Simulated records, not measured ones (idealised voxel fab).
Process module in this document: voxel ribs on slabs
The cross-section shown here is cut; it is 260 nm wide and divided into square cells measuring 5 nm on a side.
Format of a cross-section: grid, square cells. Given as bands. Order: top down. Band: one or more rows of cells.
Band entry format. Leading values: height of top, height of bottom, nm. Remainder: materials in left-to-right order, each with its width in nm. Special words: "full width" on a single material, which then fills the band edge to edge; "empty", empty space.
Heights are expressed relative to 0, this being the level below which the as-received wafer comprises one material exclusively. The lowest band is unbounded in the downward direction and is denoted as in "0 -> down".
Top row gets the first number, bottom row gets the second, and each row in between changes by the same step: that is how a band width like "30 to 40" works.
Any step labelled "no alteration" changed none of the cells in the cross-section.
Heads up: "Unvented cavities" only lists the empty pockets with no open path to the top that are 8 cells or more, and it writes them as width x height at distance, distance from the left edge, in nm.
Anything after a step's settings on that line? It's the simulator's own note about the step.
"overlay nm" on a masked step: distance the mask lay right of its planned place, negative for left.

THIS SECTION LISTS THE PROCESS STEPS THAT WERE PLANNED
1 RECEIVE | material Si
2 DIRECTIONAL_DEP | material SiO2 | thk nm 30
3 DIRECTIONAL_DEP | material polySi | thk nm 15
4 DIRECTIONAL_DEP | material aC | thk nm 10
5 PATTERN | tone cover | mask id RIB | material resist | width nm 15 | thk nm 30 | overlay nm 0
6 DIRECTIONAL_ETCH | etch materials aC | depth nm 10
7 STRIP | etch materials resist
8 DIRECTIONAL_ETCH | etch materials polySi | depth nm 10
9 STRIP | etch materials aC
10 MASKED_ETCH | tone cover | mask id SLAB | width nm 75 | etch materials polySi | depth nm 5 | overlay nm 0
11 FILL_DEP | material SiO2 | thk nm 15
12 CMP | height nm 55
13 DIRECTIONAL_DEP | material W | thk nm 10
14 DIRECTIONAL_DEP | material aC | thk nm 15
15 PATTERN | tone cover | mask id HEATER | material resist | width nm 25 | thk nm 30 | overlay nm 0
16 DIRECTIONAL_ETCH | etch materials aC | depth nm 15
17 STRIP | etch materials resist
18 DIRECTIONAL_ETCH | etch materials W | depth nm 10
19 STRIP | etch materials aC
20 CONFORMAL_DEP | material SiN | thk nm 5

THE FIRST OF A SET OF TWO WAFERS, RUN TO PLAN

CROSS-SECTION OF THE INCOMING WAFER, STATE AFTER STEP 1
    0 -> down | Si full width
    Unvented cavities: none

AFTER STEP 2
    30 -> 0 | SiO2 full width
    Rest of section, below 0: as before.

AFTER STEP 3
    45 -> 30 | polySi full width
    Rest of section, below 30: as before.

AFTER STEP 4
    55 -> 45 | aC full width
    Rest of section, below 45: as before.

AFTER STEP 5
    85 -> 55 | empty=120 / resist=15 / empty=125
    Rest of section, below 55: as before.

AFTER STEP 6
    75 -> 55 | empty=120 / resist=15 / empty=125
    55 -> 45 | empty=120 / aC=15 / empty=125
    Rest of section, below 45: as before.

AFTER STEP 7
    55 -> 45 | empty=120 / aC=15 / empty=125
    Rest of section, below 45: as before.

AFTER STEP 8
    55 -> 45 | empty=120 / aC=15 / empty=125
    45 -> 35 | empty=120 / polySi=15 / empty=125
    Rest of section, below 35: as before.

AFTER STEP 9
    45 -> 35 | empty=120 / polySi=15 / empty=125
    Rest of section, below 35: as before.

AFTER STEP 10
    45 -> 35 | empty=120 / polySi=15 / empty=125
    35 -> 30 | empty=90 / polySi=75 / empty=95
    Rest of section, below 30: as before.

AFTER STEP 11
    60 -> 45 | SiO2 full width
    45 -> 35 | SiO2=120 / polySi=15 / SiO2=125
    35 -> 30 | SiO2=90 / polySi=75 / SiO2=95
    Rest of section, below 30: as before.

AFTER STEP 12
    55 -> 45 | SiO2 full width
    Rest of section, below 45: as before.

AFTER STEP 13
    65 -> 55 | W full width
    Rest of section, below 55: as before.

AFTER STEP 14
    80 -> 65 | aC full width
    Rest of section, below 65: as before.

AFTER STEP 15
    110 -> 80 | empty=115 / resist=25 / empty=120
    Rest of section, below 80: as before.

AFTER STEP 16
    95 -> 80 | empty=115 / resist=25 / empty=120
    80 -> 65 | empty=115 / aC=25 / empty=120
    Rest of section, below 65: as before.

AFTER STEP 17
    80 -> 65 | empty=115 / aC=25 / empty=120
    Rest of section, below 65: as before.

AFTER STEP 18
    80 -> 65 | empty=115 / aC=25 / empty=120
    65 -> 55 | empty=115 / W=25 / empty=120
    Rest of section, below 55: as before.

AFTER STEP 19
    65 -> 55 | empty=115 / W=25 / empty=120
    Rest of section, below 55: as before.

AFTER STEP 20
    70 -> 65 | empty=110 / SiN=35 / empty=115
    65 -> 60 | empty=110 / SiN=5 / W=25 / SiN=5 / empty=115
    60 -> 55 | SiN=115 / W=25 / SiN=120
    Rest of section, below 55: as before.

THE SECOND WAFER: COMMON ORIGIN AND PLAN, ONE MISTAKE IN EXECUTION, IDENTICAL TO THE FIRST THROUGH STEP 2

SECOND WAFER, SECTIONED VIEW, AT STEP 3'S PLANNED END TIME
    60 -> 30 | polySi full width
    Rest of section, below 30: as before.

SECOND WAFER, SECTIONED VIEW, AT STEP 4'S PLANNED END TIME
    70 -> 60 | aC full width
    Rest of section, below 60: as before.

SECOND WAFER, SECTIONED VIEW, AT STEP 5'S PLANNED END TIME
    100 -> 70 | empty=120 / resist=15 / empty=125
    Rest of section, below 70: as before.

SECOND WAFER, SECTIONED VIEW, AT STEP 6'S PLANNED END TIME
    90 -> 70 | empty=120 / resist=15 / empty=125
    70 -> 60 | empty=120 / aC=15 / empty=125
    Rest of section, below 60: as before.

SECOND WAFER, SECTIONED VIEW, AT STEP 7'S PLANNED END TIME
    70 -> 60 | empty=120 / aC=15 / empty=125
    Rest of section, below 60: as before.

SECOND WAFER, SECTIONED VIEW, AT STEP 8'S PLANNED END TIME
    70 -> 60 | empty=120 / aC=15 / empty=125
    60 -> 50 | empty=120 / polySi=15 / empty=125
    Rest of section, below 50: as before.

SECOND WAFER, SECTIONED VIEW, AT STEP 9'S PLANNED END TIME
    60 -> 50 | empty=120 / polySi=15 / empty=125
    Rest of section, below 50: as before.

SECOND WAFER, SECTIONED VIEW, AT STEP 10'S PLANNED END TIME
    60 -> 50 | empty=120 / polySi=15 / empty=125
    50 -> 45 | empty=90 / polySi=75 / empty=95
    Rest of section, below 45: as before.

SECOND WAFER, SECTIONED VIEW, AT STEP 11'S PLANNED END TIME
    75 -> 60 | SiO2 full width
    60 -> 50 | SiO2=120 / polySi=15 / SiO2=125
    50 -> 45 | SiO2=90 / polySi=75 / SiO2=95
    Rest of section, below 45: as before.

SECOND WAFER, SECTIONED VIEW, AT STEP 12'S PLANNED END TIME
    55 -> 45 | SiO2=120 to 90 / polySi=15 to 75 / SiO2=125 to 95
    Rest of section, below 45: as before.

SECOND WAFER, SECTIONED VIEW, AT STEP 13'S PLANNED END TIME
    65 -> 55 | W full width
    Rest of section, below 55: as before.

SECOND WAFER, SECTIONED VIEW, AT STEP 14'S PLANNED END TIME
    80 -> 65 | aC full width
    Rest of section, below 65: as before.

SECOND WAFER, SECTIONED VIEW, AT STEP 15'S PLANNED END TIME
    110 -> 80 | empty=115 / resist=25 / empty=120
    Rest of section, below 80: as before.

SECOND WAFER, SECTIONED VIEW, AT STEP 16'S PLANNED END TIME
    95 -> 80 | empty=115 / resist=25 / empty=120
    80 -> 65 | empty=115 / aC=25 / empty=120
    Rest of section, below 65: as before.

SECOND WAFER, SECTIONED VIEW, AT STEP 17'S PLANNED END TIME
    80 -> 65 | empty=115 / aC=25 / empty=120
    Rest of section, below 65: as before.

SECOND WAFER, SECTIONED VIEW, AT STEP 18'S PLANNED END TIME
    80 -> 65 | empty=115 / aC=25 / empty=120
    65 -> 55 | empty=115 / W=25 / empty=120
    Rest of section, below 55: as before.

SECOND WAFER, SECTIONED VIEW, AT STEP 19'S PLANNED END TIME
    65 -> 55 | empty=115 / W=25 / empty=120
    Rest of section, below 55: as before.

SECOND WAFER, SECTIONED VIEW, AT STEP 20'S PLANNED END TIME
    70 -> 65 | empty=110 / SiN=35 / empty=115
    65 -> 60 | empty=110 / SiN=5 / W=25 / SiN=5 / empty=115
    60 -> 55 | SiN=115 / W=25 / SiN=120
    Rest of section, below 55: as before.
What broke from the plan during processing? step 3 of the plan was executed twice over
The closing comparison, in cells, has the second wafer with more or fewer of some materials than the first: 153 fewer of SiO2 | 153 more of polySi
